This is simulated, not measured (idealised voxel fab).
Process module heading - voxel wiring stack
FYI the section here is cut, 205 nm wide, cells are 5 nm squares.
Cross-section = grid of square cells, listed top down in bands; band = one or more rows. Top, bottom (nm), then materials left to right with widths (nm); lone material tagged "full width" fills the whole band edge to edge; "empty" = empty space. All heights in this document are referenced to 0, defined as the level beneath which the wafer, as received, consists entirely of one material. The lowest band is not bounded below; it extends indefinitely downward and is written in the form "0 and below". Quick explanation for "30 to 40": the width changes in equal steps down the rows of cells, from the first number in the band's top row to the second number in its bottom row. The designation "no modification", where it is given for a processing step, indicates that no cell of the cross-section was altered in the course of that step. Each empty space that has no open way to the top and spans at least 8 cells appears under "Fully sealed voids" as width x height at distance, the distance counted from the left edge, all in nm. Past the settings on a step's line: simulator remark, on that step. "overlay nm" denotes, for a step that has a mask, the displacement of the mask to the right of its planned place, with negative values corresponding to the left.

### Here's what the planned process steps look like
1) RECEIVE [material Si]
2) CONFORMAL_DEP [material SiO2] [thk nm 15]
3) DIRECTIONAL_DEP [material TiN] [thk nm 5]
4) DIRECTIONAL_DEP [material W] [thk nm 15]
5) MASKED_ETCH [tone cover] [mask id METAL_1] [width nm 25] [pitch nm 55] [etch materials W] [depth nm 15] [overlay nm 0]
6) MASKED_ETCH [tone cover] [mask id METAL_1] [width nm 25] [pitch nm 55] [etch materials TiN] [depth nm 5] [overlay nm 0]
7) CONFORMAL_DEP [material SiCN] [thk nm 5]
8) FILL_DEP [material SiO2] [thk nm 10]
9) CMP [height nm 35]
10) CONFORMAL_DEP [material SiCN] [thk nm 5]
11) DIRECTIONAL_DEP [material SiO2] [thk nm 20]
12) PATTERN [tone open] [mask id PLUG_1] [material resist] [width nm 15] [pitch nm 55] [thk nm 15] [overlay nm 0]
13) DIRECTIONAL_ETCH [etch materials SiO2] [depth nm 20]
14) DIRECTIONAL_ETCH [etch materials SiCN] [depth nm 5]
15) STRIP [etch materials resist]
16) CONFORMAL_DEP [material TiN] [thk nm 5]
17) FILL_DEP [material Cu] [thk nm 5]
18) CMP [height nm 60]
19) CONFORMAL_DEP [material SiCN] [thk nm 5]
20) DIRECTIONAL_DEP [material lowk] [thk nm 15]
21) DIRECTIONAL_DEP [material aC] [thk nm 10]
22) PATTERN [tone open] [mask id METAL_2] [material resist] [width nm 25] [pitch nm 55] [thk nm 25] [overlay nm 0]
23) DIRECTIONAL_ETCH [etch materials aC] [depth nm 10]
24) STRIP [etch materials resist]
25) DIRECTIONAL_ETCH [etch materials lowk] [depth nm 15]
26) DIRECTIONAL_ETCH [etch materials SiCN] [depth nm 5]
27) STRIP [etch materials aC]
28) CONFORMAL_DEP [material TiN] [thk nm 5]
29) FILL_DEP [material Cu] [thk nm 10]
30) CMP [height nm 80]
31) CONFORMAL_DEP [material SiCN] [thk nm 5]
32) DIRECTIONAL_DEP [material SiO2] [thk nm 15]
33) PATTERN [tone open] [mask id PLUG_2] [material resist] [width nm 15] [pitch nm 55] [thk nm 20] [overlay nm 0]
34) DIRECTIONAL_ETCH [etch materials SiO2] [depth nm 15]
35) DIRECTIONAL_ETCH [etch materials SiCN] [depth nm 5]
36) STRIP [etch materials resist]
37) EPI [material Ru] [thk nm 10]
38) EPI [material Ru] [thk nm 10]
39) CONFORMAL_DEP [material SiCN] [thk nm 5]
40) DIRECTIONAL_DEP [material SiO2] [thk nm 20]
41) DIRECTIONAL_DEP [material aC] [thk nm 10]
42) PATTERN [tone open] [mask id METAL_3] [material resist] [width nm 25] [pitch nm 55] [thk nm 25] [overlay nm 0]
43) DIRECTIONAL_ETCH [etch materials aC] [depth nm 10]
44) STRIP [etch materials resist]
45) DIRECTIONAL_ETCH [etch materials SiO2] [depth nm 20]
46) DIRECTIONAL_ETCH [etch materials SiCN] [depth nm 5]
47) STRIP [etch materials aC]
48) CONFORMAL_DEP [material TiN] [thk nm 5]
49) FILL_DEP [material Ru] [thk nm 10]
50) CMP [height nm 125]
51) CONFORMAL_DEP [material SiN] [thk nm 5]

### So, the first of our two wafers, run just as we planned it

### The cross-section here shows the wafer as received, i.e. in its state after step 1
* 0 and below | Si full width
* Fully sealed voids: none

### Take a look at the wafer's cross-section after step 2
* 15 down to 0 | SiO2 full width
* Under the height 0 nothing was changed.

### Take a look at the wafer's cross-section after step 3
* 20 down to 15 | TiN full width
* Under the height 15 nothing was changed.

### Take a look at the wafer's cross-section after step 4
* 35 down to 20 | W full width
* Under the height 20 nothing was changed.

### Take a look at the wafer's cross-section after step 5
* 35 down to 20 | empty 60; W 25; empty 30; W 25; empty 65
* Under the height 20 nothing was changed.

### Take a look at the wafer's cross-section after step 6
* 35 down to 20 | empty 60; W 25; empty 30; W 25; empty 65
* 20 down to 15 | empty 60; TiN 25; empty 30; TiN 25; empty 65
* Under the height 15 nothing was changed.

### Take a look at the wafer's cross-section after step 7
* 40 down to 35 | empty 55; SiCN 35; empty 20; SiCN 35; empty 60
* 35 down to 20 | empty 55; SiCN 5; W 25; SiCN 5; empty 20; SiCN 5; W 25; SiCN 5; empty 60
* 20 down to 15 | SiCN 60; TiN 25; SiCN 30; TiN 25; SiCN 65
* Under the height 15 nothing was changed.

### Take a look at the wafer's cross-section after step 8
* 50 down to 40 | SiO2 full width
* 40 down to 35 | SiO2 55; SiCN 35; SiO2 20; SiCN 35; SiO2 60
* 35 down to 20 | SiO2 55; SiCN 5; W 25; SiCN 5; SiO2 20; SiCN 5; W 25; SiCN 5; SiO2 60
* Under the height 20 nothing was changed.

### Take a look at the wafer's cross-section after step 9
* 35 down to 20 | SiO2 55; SiCN 5; W 25; SiCN 5; SiO2 20; SiCN 5; W 25; SiCN 5; SiO2 60
* Under the height 20 nothing was changed.

### Take a look at the wafer's cross-section after step 10
* 40 down to 35 | SiCN full width
* Under the height 35 nothing was changed.

### Take a look at the wafer's cross-section after step 11
* 60 down to 40 | SiO2 full width
* Under the height 40 nothing was changed.

### Take a look at the wafer's cross-section after step 12
* 75 down to 60 | resist 60; empty 15; resist 40; empty 15; resist 75
* Under the height 60 nothing was changed.

### Take a look at the wafer's cross-section after step 13
* 75 down to 60 | resist 60; empty 15; resist 40; empty 15; resist 75
* 60 down to 40 | SiO2 60; empty 15; SiO2 40; empty 15; SiO2 75
* Under the height 40 nothing was changed.

### Take a look at the wafer's cross-section after step 14
* 75 down to 60 | resist 60; empty 15; resist 40; empty 15; resist 75
* 60 down to 40 | SiO2 60; empty 15; SiO2 40; empty 15; SiO2 75
* 40 down to 35 | SiCN 60; empty 15; SiCN 40; empty 15; SiCN 75
* Under the height 35 nothing was changed.

### Take a look at the wafer's cross-section after step 15
* 60 down to 40 | SiO2 60; empty 15; SiO2 40; empty 15; SiO2 75
* Under the height 40 nothing was changed.

### Take a look at the wafer's cross-section after step 16
* 65 down to 60 | TiN 65; empty 5; TiN 50; empty 5; TiN 80
* 60 down to 40 | SiO2 60; TiN 5; empty 5; TiN 5; SiO2 40; TiN 5; empty 5; TiN 5; SiO2 75
* 40 down to 35 | SiCN 60; TiN 15; SiCN 40; TiN 15; SiCN 75
* Under the height 35 nothing was changed.

### Take a look at the wafer's cross-section after step 17
* 70 down to 65 | Cu full width
* 65 down to 60 | TiN 65; Cu 5; TiN 50; Cu 5; TiN 80
* 60 down to 40 | SiO2 60; TiN 5; Cu 5; TiN 5; SiO2 40; TiN 5; Cu 5; TiN 5; SiO2 75
* Under the height 40 nothing was changed.

### Take a look at the wafer's cross-section after step 18
* 60 down to 40 | SiO2 60; TiN 5; Cu 5; TiN 5; SiO2 40; TiN 5; Cu 5; TiN 5; SiO2 75
* Under the height 40 nothing was changed.

### Take a look at the wafer's cross-section after step 19
* 65 down to 60 | SiCN full width
* Under the height 60 nothing was changed.

### Take a look at the wafer's cross-section after step 20
* 80 down to 65 | lowk full width
* Under the height 65 nothing was changed.

### Take a look at the wafer's cross-section after step 21
* 90 down to 80 | aC full width
* Under the height 80 nothing was changed.

### Take a look at the wafer's cross-section after step 22
* 115 down to 90 | resist 60; empty 25; resist 30; empty 25; resist 65
* Under the height 90 nothing was changed.

### Take a look at the wafer's cross-section after step 23
* 105 down to 90 | resist 60; empty 25; resist 30; empty 25; resist 65
* 90 down to 80 | aC 60; empty 25; aC 30; empty 25; aC 65
* Under the height 80 nothing was changed.

### Take a look at the wafer's cross-section after step 24
* 90 down to 80 | aC 60; empty 25; aC 30; empty 25; aC 65
* Under the height 80 nothing was changed.

### Take a look at the wafer's cross-section after step 25
* 90 down to 80 | aC 60; empty 25; aC 30; empty 25; aC 65
* 80 down to 65 | lowk 60; empty 25; lowk 30; empty 25; lowk 65
* Under the height 65 nothing was changed.

### Take a look at the wafer's cross-section after step 26
* 90 down to 80 | aC 60; empty 25; aC 30; empty 25; aC 65
* 80 down to 65 | lowk 60; empty 25; lowk 30; empty 25; lowk 65
* 65 down to 60 | SiCN 60; empty 25; SiCN 30; empty 25; SiCN 65
* Under the height 60 nothing was changed.

### Take a look at the wafer's cross-section after step 27
* 80 down to 65 | lowk 60; empty 25; lowk 30; empty 25; lowk 65
* Under the height 65 nothing was changed.

### Take a look at the wafer's cross-section after step 28
* 85 down to 80 | TiN 65; empty 15; TiN 40; empty 15; TiN 70
* 80 down to 65 | lowk 60; TiN 5; empty 15; TiN 5; lowk 30; TiN 5; empty 15; TiN 5; lowk 65
* 65 down to 60 | SiCN 60; TiN 25; SiCN 30; TiN 25; SiCN 65
* Under the height 60 nothing was changed.

### Take a look at the wafer's cross-section after step 29
* 95 down to 85 | Cu full width
* 85 down to 80 | TiN 65; Cu 15; TiN 40; Cu 15; TiN 70
* 80 down to 65 | lowk 60; TiN 5; Cu 15; TiN 5; lowk 30; TiN 5; Cu 15; TiN 5; lowk 65
* Under the height 65 nothing was changed.

### Take a look at the wafer's cross-section after step 30
* 80 down to 65 | lowk 60; TiN 5; Cu 15; TiN 5; lowk 30; TiN 5; Cu 15; TiN 5; lowk 65
* Under the height 65 nothing was changed.

### Take a look at the wafer's cross-section after step 31
* 85 down to 80 | SiCN full width
* Under the height 80 nothing was changed.

### Take a look at the wafer's cross-section after step 32
* 100 down to 85 | SiO2 full width
* Under the height 85 nothing was changed.

### Take a look at the wafer's cross-section after step 33
* 120 down to 100 | resist 60; empty 15; resist 40; empty 15; resist 75
* Under the height 100 nothing was changed.

### Take a look at the wafer's cross-section after step 34
* 120 down to 100 | resist 60; empty 15; resist 40; empty 15; resist 75
* 100 down to 85 | SiO2 60; empty 15; SiO2 40; empty 15; SiO2 75
* Under the height 85 nothing was changed.

### Take a look at the wafer's cross-section after step 35
* 120 down to 100 | resist 60; empty 15; resist 40; empty 15; resist 75
* 100 down to 85 | SiO2 60; empty 15; SiO2 40; empty 15; SiO2 75
* 85 down to 80 | SiCN 60; empty 15; SiCN 40; empty 15; SiCN 75
* Under the height 80 nothing was changed.

### Take a look at the wafer's cross-section after step 36
* 100 down to 85 | SiO2 60; empty 15; SiO2 40; empty 15; SiO2 75
* Under the height 85 nothing was changed.

### Take a look at the wafer's cross-section after step 37
* 100 down to 90 | SiO2 60; empty 15; SiO2 40; empty 15; SiO2 75
* 90 down to 85 | SiO2 60; Ru 15; SiO2 40; Ru 15; SiO2 75
* 85 down to 80 | SiCN 60; Ru 15; SiCN 40; Ru 15; SiCN 75
* Under the height 80 nothing was changed.

### Take a look at the wafer's cross-section after step 38
* 100 down to 85 | SiO2 60; Ru 15; SiO2 40; Ru 15; SiO2 75
* Under the height 85 nothing was changed.

### Take a look at the wafer's cross-section after step 39
* 105 down to 100 | SiCN full width
* Under the height 100 nothing was changed.

### Take a look at the wafer's cross-section after step 40
* 125 down to 105 | SiO2 full width
* Under the height 105 nothing was changed.

### Take a look at the wafer's cross-section after step 41
* 135 down to 125 | aC full width
* Under the height 125 nothing was changed.

### Take a look at the wafer's cross-section after step 42
* 160 down to 135 | resist 60; empty 25; resist 30; empty 25; resist 65
* Under the height 135 nothing was changed.

### Take a look at the wafer's cross-section after step 43
* 150 down to 135 | resist 60; empty 25; resist 30; empty 25; resist 65
* 135 down to 125 | aC 60; empty 25; aC 30; empty 25; aC 65
* Under the height 125 nothing was changed.

### Take a look at the wafer's cross-section after step 44
* 135 down to 125 | aC 60; empty 25; aC 30; empty 25; aC 65
* Under the height 125 nothing was changed.

### Take a look at the wafer's cross-section after step 45
* 135 down to 125 | aC 60; empty 25; aC 30; empty 25; aC 65
* 125 down to 105 | SiO2 60; empty 25; SiO2 30; empty 25; SiO2 65
* Under the height 105 nothing was changed.

### Take a look at the wafer's cross-section after step 46
* 135 down to 125 | aC 60; empty 25; aC 30; empty 25; aC 65
* 125 down to 105 | SiO2 60; empty 25; SiO2 30; empty 25; SiO2 65
* 105 down to 100 | SiCN 60; empty 25; SiCN 30; empty 25; SiCN 65
* Under the height 100 nothing was changed.

### Take a look at the wafer's cross-section after step 47
* 125 down to 105 | SiO2 60; empty 25; SiO2 30; empty 25; SiO2 65
* Under the height 105 nothing was changed.

### Take a look at the wafer's cross-section after step 48
* 130 down to 125 | TiN 65; empty 15; TiN 40; empty 15; TiN 70
* 125 down to 105 | SiO2 60; TiN 5; empty 15; TiN 5; SiO2 30; TiN 5; empty 15; TiN 5; SiO2 65
* 105 down to 100 | SiCN 60; TiN 25; SiCN 30; TiN 25; SiCN 65
* Under the height 100 nothing was changed.

### Take a look at the wafer's cross-section after step 49
* 140 down to 130 | Ru full width
* 130 down to 125 | TiN 65; Ru 15; TiN 40; Ru 15; TiN 70
* 125 down to 105 | SiO2 60; TiN 5; Ru 15; TiN 5; SiO2 30; TiN 5; Ru 15; TiN 5; SiO2 65
* Under the height 105 nothing was changed.

### Take a look at the wafer's cross-section after step 50
* 125 down to 105 | SiO2 60; TiN 5; Ru 15; TiN 5; SiO2 30; TiN 5; Ru 15; TiN 5; SiO2 65
* Under the height 105 nothing was changed.

### Take a look at the wafer's cross-section after step 51
* 130 down to 125 | SiN full width
* Under the height 125 nothing was changed.

### Second wafer, same starting conditions and recipe as the first, one mistake in executing it, nothing differs from the first up to and including step 49

Look at the second wafer in cross-section at the time step 50 ought to have finished: no modification

### Look at the second wafer in cross-section at the time step 51 ought to have finished
* 145 down to 140 | SiN full width
* Under the height 140 nothing was changed.
What was the processing mistake? it should be noted that step 50 of the plan was omitted and was not performed
At the finish, the second wafer shows more or fewer cells for some materials than the first does: Ru: 88 more | TiN: 35 more
